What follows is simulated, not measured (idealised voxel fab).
A process module follows: voxel quadruple lines.
The cross-section shown here is cut; it is 270 nm wide and divided into square cells measuring 5 nm on a side.
Cross-sections here: square-cell grids, written as top-down lists of bands, a band being one or more rows of cells. A band entry consists of two parts. The first gives the height of the band's top and the height of its bottom, in nm. The rest lists the band's materials from left to right, each with its width in nm. A single material labelled with the word "everywhere" fills the band from edge to edge, and the word "empty" marks empty space. Basically, 0 is our baseline, since under it the wafer straight out of the box is all one material. The bottom band has no lower end and keeps on going down, so it looks like "0 -> down". Width "30->40": first value at the band's top row of cells, second value at its bottom row, equal change from row to row. "same as before" -> step changed no cross-section cell. Closed empty spaces (no open way to the top) of 8 cells or more are what "Sealed void listing" lists, each as width x height at distance from the left edge, nm for all three. Note: text after step settings on the step line = simulator remark on that step. Each step line may optionally specify "overlay nm", which for a step with a mask gives the rightward distance between the mask's planned place and where it lay, a negative value indicating the leftward direction.
LIST OF PLANNED PROCESS STEPS
1) RECEIVE, material Si
2) CONFORMAL_DEP, material SiO2, thk nm 5
3) DIRECTIONAL_DEP, material W, thk nm 15
4) DIRECTIONAL_DEP, material polySi, thk nm 15
5) DIRECTIONAL_DEP, material aC, thk nm 25
6) PATTERN, tone cover, mask id MANDREL, material resist, width nm 30, pitch nm 80, thk nm 35, overlay nm 0
7) DIRECTIONAL_ETCH, etch materials aC, depth nm 25
8) STRIP, etch materials resist
9) CONFORMAL_DEP, material SiO2, thk nm 10
10) DIRECTIONAL_ETCH, etch materials SiO2, depth nm 10
11) STRIP, etch materials aC
12) DIRECTIONAL_ETCH, etch materials polySi, depth nm 15
13) STRIP, etch materials SiO2
14) CONFORMAL_DEP, material SiCN, thk nm 10
15) DIRECTIONAL_ETCH, etch materials SiCN, depth nm 10
16) STRIP, etch materials polySi
17) DIRECTIONAL_ETCH, etch materials W, depth nm 15
18) STRIP, etch materials SiCN
FIRST WAFER, TWO IN TOTAL, RUN AS PLANNED
AS-RECEIVED STATE OF THE WAFER IN CROSS-SECTION, EQUIVALENT TO POST-STEP 1
> 0 -> down | Si everywhere
> Sealed void listing: none
CROSS-SECTION OF THE WAFER SUBSEQUENT TO STEP 2
> 5 -> 0 | SiO2 everywhere
> Beneath the level 0, the cross-section is identical to its previous state.
CROSS-SECTION OF THE WAFER SUBSEQUENT TO STEP 3
> 20 -> 5 | W everywhere
> Beneath the level 5, the cross-section is identical to its previous state.
CROSS-SECTION OF THE WAFER SUBSEQUENT TO STEP 4
> 35 -> 20 | polySi everywhere
> Beneath the level 20, the cross-section is identical to its previous state.
CROSS-SECTION OF THE WAFER SUBSEQUENT TO STEP 5
> 60 -> 35 | aC everywhere
> Beneath the level 35, the cross-section is identical to its previous state.
CROSS-SECTION OF THE WAFER SUBSEQUENT TO STEP 6
> 95 -> 60 | empty=80 | resist=30 | empty=50 | resist=30 | empty=80
> Beneath the level 60, the cross-section is identical to its previous state.
CROSS-SECTION OF THE WAFER SUBSEQUENT TO STEP 7
> 70 -> 60 | empty=80 | resist=30 | empty=50 | resist=30 | empty=80
> 60 -> 35 | empty=80 | aC=30 | empty=50 | aC=30 | empty=80
> Beneath the level 35, the cross-section is identical to its previous state.
CROSS-SECTION OF THE WAFER SUBSEQUENT TO STEP 8
> 60 -> 35 | empty=80 | aC=30 | empty=50 | aC=30 | empty=80
> Beneath the level 35, the cross-section is identical to its previous state.
CROSS-SECTION OF THE WAFER SUBSEQUENT TO STEP 9
> 70 -> 60 | empty=70 | SiO2=50 | empty=30 | SiO2=50 | empty=70
> 60 -> 45 | empty=70 | SiO2=10 | aC=30 | SiO2=10 | empty=30 | SiO2=10 | aC=30 | SiO2=10 | empty=70
> 45 -> 35 | SiO2=80 | aC=30 | SiO2=50 | aC=30 | SiO2=80
> Beneath the level 35, the cross-section is identical to its previous state.
CROSS-SECTION OF THE WAFER SUBSEQUENT TO STEP 10
> 60 -> 35 | empty=70 | SiO2=10 | aC=30 | SiO2=10 | empty=30 | SiO2=10 | aC=30 | SiO2=10 | empty=70
> Beneath the level 35, the cross-section is identical to its previous state.
CROSS-SECTION OF THE WAFER SUBSEQUENT TO STEP 11
> 60 -> 35 | empty=70 | SiO2=10 | empty=30 | SiO2=10 | empty=30 | SiO2=10 | empty=30 | SiO2=10 | empty=70
> Beneath the level 35, the cross-section is identical to its previous state.
CROSS-SECTION OF THE WAFER SUBSEQUENT TO STEP 12
> 60 -> 35 | empty=70 | SiO2=10 | empty=30 | SiO2=10 | empty=30 | SiO2=10 | empty=30 | SiO2=10 | empty=70
> 35 -> 20 | empty=70 | polySi=10 | empty=30 | polySi=10 | empty=30 | polySi=10 | empty=30 | polySi=10 | empty=70
> Beneath the level 20, the cross-section is identical to its previous state.
CROSS-SECTION OF THE WAFER SUBSEQUENT TO STEP 13
> 35 -> 20 | empty=70 | polySi=10 | empty=30 | polySi=10 | empty=30 | polySi=10 | empty=30 | polySi=10 | empty=70
> Beneath the level 20, the cross-section is identical to its previous state.
CROSS-SECTION OF THE WAFER SUBSEQUENT TO STEP 14
> 45 -> 35 | empty=60 | SiCN=30 | empty=10 | SiCN=30 | empty=10 | SiCN=30 | empty=10 | SiCN=30 | empty=60
> 35 -> 30 | empty=60 | SiCN=10 | polySi=10 | SiCN=10 | empty=10 | SiCN=10 | polySi=10 | SiCN=10 | empty=10 | SiCN=10 | polySi=10 | SiCN=10 | empty=10 | SiCN=10 | polySi=10 | SiCN=10 | empty=60
> 30 -> 20 | SiCN=70 | polySi=10 | SiCN=30 | polySi=10 | SiCN=30 | polySi=10 | SiCN=30 | polySi=10 | SiCN=70
> Beneath the level 20, the cross-section is identical to its previous state.
CROSS-SECTION OF THE WAFER SUBSEQUENT TO STEP 15
> 35 -> 20 | empty=60 | SiCN=10 | polySi=10 | SiCN=10 | empty=10 | SiCN=10 | polySi=10 | SiCN=10 | empty=10 | SiCN=10 | polySi=10 | SiCN=10 | empty=10 | SiCN=10 | polySi=10 | SiCN=10 | empty=60
> Beneath the level 20, the cross-section is identical to its previous state.
CROSS-SECTION OF THE WAFER SUBSEQUENT TO STEP 16
> 35 -> 20 | empty=60 | SiCN=10 | empty=10 | SiCN=10 | empty=10 | SiCN=10 | empty=10 | SiCN=10 | empty=10 | SiCN=10 | empty=10 | SiCN=10 | empty=10 | SiCN=10 | empty=10 | SiCN=10 | empty=60
> Beneath the level 20, the cross-section is identical to its previous state.
CROSS-SECTION OF THE WAFER SUBSEQUENT TO STEP 17
> 35 -> 20 | empty=60 | SiCN=10 | empty=10 | SiCN=10 | empty=10 | SiCN=10 | empty=10 | SiCN=10 | empty=10 | SiCN=10 | empty=10 | SiCN=10 | empty=10 | SiCN=10 | empty=10 | SiCN=10 | empty=60
> 20 -> 5 | empty=60 | W=10 | empty=10 | W=10 | empty=10 | W=10 | empty=10 | W=10 | empty=10 | W=10 | empty=10 | W=10 | empty=10 | W=10 | empty=10 | W=10 | empty=60
> Beneath the level 5, the cross-section is identical to its previous state.
CROSS-SECTION OF THE WAFER SUBSEQUENT TO STEP 18
> 20 -> 5 | empty=60 | W=10 | empty=10 | W=10 | empty=10 | W=10 | empty=10 | W=10 | empty=10 | W=10 | empty=10 | W=10 | empty=10 | W=10 | empty=10 | W=10 | empty=60
> Beneath the level 5, the cross-section is identical to its previous state.
SECOND WAFER: SAME START AND SAME PLAN AS THE FIRST, ONE EXECUTION ERROR; IDENTICAL TO THE FIRST THROUGH STEP 3
CROSS-SECTION, SECOND WAFER, AT THE END TIME THE PLAN GIVES FOR STEP 4
> 45 -> 20 | aC everywhere
> Beneath the level 20, the cross-section is identical to its previous state.
CROSS-SECTION, SECOND WAFER, AT THE END TIME THE PLAN GIVES FOR STEP 5
> 60 -> 45 | polySi everywhere
> Beneath the level 45, the cross-section is identical to its previous state.
CROSS-SECTION, SECOND WAFER, AT THE END TIME THE PLAN GIVES FOR STEP 6
> 95 -> 60 | empty=80 | resist=30 | empty=50 | resist=30 | empty=80
> Beneath the level 60, the cross-section is identical to its previous state.
CROSS-SECTION, SECOND WAFER, AT THE END TIME THE PLAN GIVES FOR STEP 7
> 70 -> 60 | empty=80 | resist=30 | empty=50 | resist=30 | empty=80
> Beneath the level 60, the cross-section is identical to its previous state.
CROSS-SECTION, SECOND WAFER, AT THE END TIME THE PLAN GIVES FOR STEP 8
> 60 -> 45 | polySi everywhere
> Beneath the level 45, the cross-section is identical to its previous state.
CROSS-SECTION, SECOND WAFER, AT THE END TIME THE PLAN GIVES FOR STEP 9
> 70 -> 60 | SiO2 everywhere
> Beneath the level 60, the cross-section is identical to its previous state.
CROSS-SECTION, SECOND WAFER, AT THE END TIME THE PLAN GIVES FOR STEP 10
> 60 -> 45 | polySi everywhere
> Beneath the level 45, the cross-section is identical to its previous state.
Cross-section, second wafer, at the end time the plan gives for step 11: same as before
CROSS-SECTION, SECOND WAFER, AT THE END TIME THE PLAN GIVES FOR STEP 12
> 45 -> 20 | aC everywhere
> Beneath the level 20, the cross-section is identical to its previous state.
Cross-section, second wafer, at the end time the plan gives for step 13: same as before
CROSS-SECTION, SECOND WAFER, AT THE END TIME THE PLAN GIVES FOR STEP 14
> 55 -> 45 | SiCN everywhere
> Beneath the level 45, the cross-section is identical to its previous state.
CROSS-SECTION, SECOND WAFER, AT THE END TIME THE PLAN GIVES FOR STEP 15
> 45 -> 20 | aC everywhere
> Beneath the level 20, the cross-section is identical to its previous state.
Cross-section, second wafer, at the end time the plan gives for step 16: same as before
Cross-section, second wafer, at the end time the plan gives for step 17: same as before
Cross-section, second wafer, at the end time the plan gives for step 18: same as before
Processing error: the processing plan was not followed for steps 4 and 5, which were run with their positions exchanged
Counted in cells at the end, the second wafer holds more or fewer of these materials than the first: W +114 | aC +270
